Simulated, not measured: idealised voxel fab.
Process module under the name voxel ribs on slabs
This is section cut - it's 285 nm across, gridded in 5 nm square cells.
This document writes a cross-section as a grid whose cells are square, and gives it as bands, listed from the top down; one or more rows of cells form a band.
The entry gives the band's vertical extent as a top height and a bottom height in nm, then its horizontal make-up as materials from left to right, each with a width in nm. "empty" stands for empty space; a single material marked "everywhere" fills the band edge to edge.
Heights are measured from 0, the level below which the as-received wafer is all one material; the lowest band has no bottom and continues downward, written as in "0 nm and below".
The notation "30->40" denotes a width that varies across the rows of cells in the band, beginning at the first number in the top row, finishing at the second number in the bottom row, and changing by an identical amount from each row to the next.
What does "same as before" mean for a step? It means no cell of the cross-section changed in that step.
Entry "Closed void list". Content: empty spaces with no open connection to the top, size 8 cells or greater. Each: width x height at distance. Distance: from left edge. Unit: nm.
If you see something after the settings on a step's line, that's the simulator's own remark about that step.
overlay nm: right-of-plan distance of the mask on a masked step; negative values mean left-of-plan.

### The planned process steps are enumerated hereunder
| 1 | RECEIVE [material Si] |
| 2 | DIRECTIONAL_DEP [material SiO2] [thk nm 30] |
| 3 | DIRECTIONAL_DEP [material SiN] [thk nm 20] |
| 4 | MASKED_ETCH [tone cover] [mask id RIB] [width nm 25] [etch materials SiN] [depth nm 15] [overlay nm 0] |
| 5 | PATTERN [tone cover] [mask id SLAB] [material resist] [width nm 65] [thk nm 15] [overlay nm 0] |
| 6 | DIRECTIONAL_ETCH [etch materials SiN] [depth nm 5] |
| 7 | STRIP [etch materials resist] |
| 8 | FILL_DEP [material SiO2] [thk nm 25] |
| 9 | CMP [height nm 70] |
| 10 | DIRECTIONAL_DEP [material TiN] [thk nm 10] |
| 11 | DIRECTIONAL_DEP [material aC] [thk nm 15] |
| 12 | PATTERN [tone cover] [mask id HEATER] [material resist] [width nm 35] [thk nm 35] [overlay nm 0] |
| 13 | DIRECTIONAL_ETCH [etch materials aC] [depth nm 15] |
| 14 | STRIP [etch materials resist] |
| 15 | DIRECTIONAL_ETCH [etch materials TiN] [depth nm 10] |
| 16 | STRIP [etch materials aC] |
| 17 | CONFORMAL_DEP [material SiO2] [thk nm 5] |

### Cross-section of the wafer as it came to us, i.e., already through step 1
> 0 nm and below = Si everywhere
> Closed void list: none

### The plan above was carried out on the starting structure above with one mistake, and this cross-section shows the wafer at the end of the module
> 5 nm to 0 nm = SiO2 everywhere
> 0 nm and below = Si everywhere
> Closed void list: none
Short version of what went wrong: step 16 was processed under conditions differing from the plan, specifically as STRIP [etch materials SiO2]
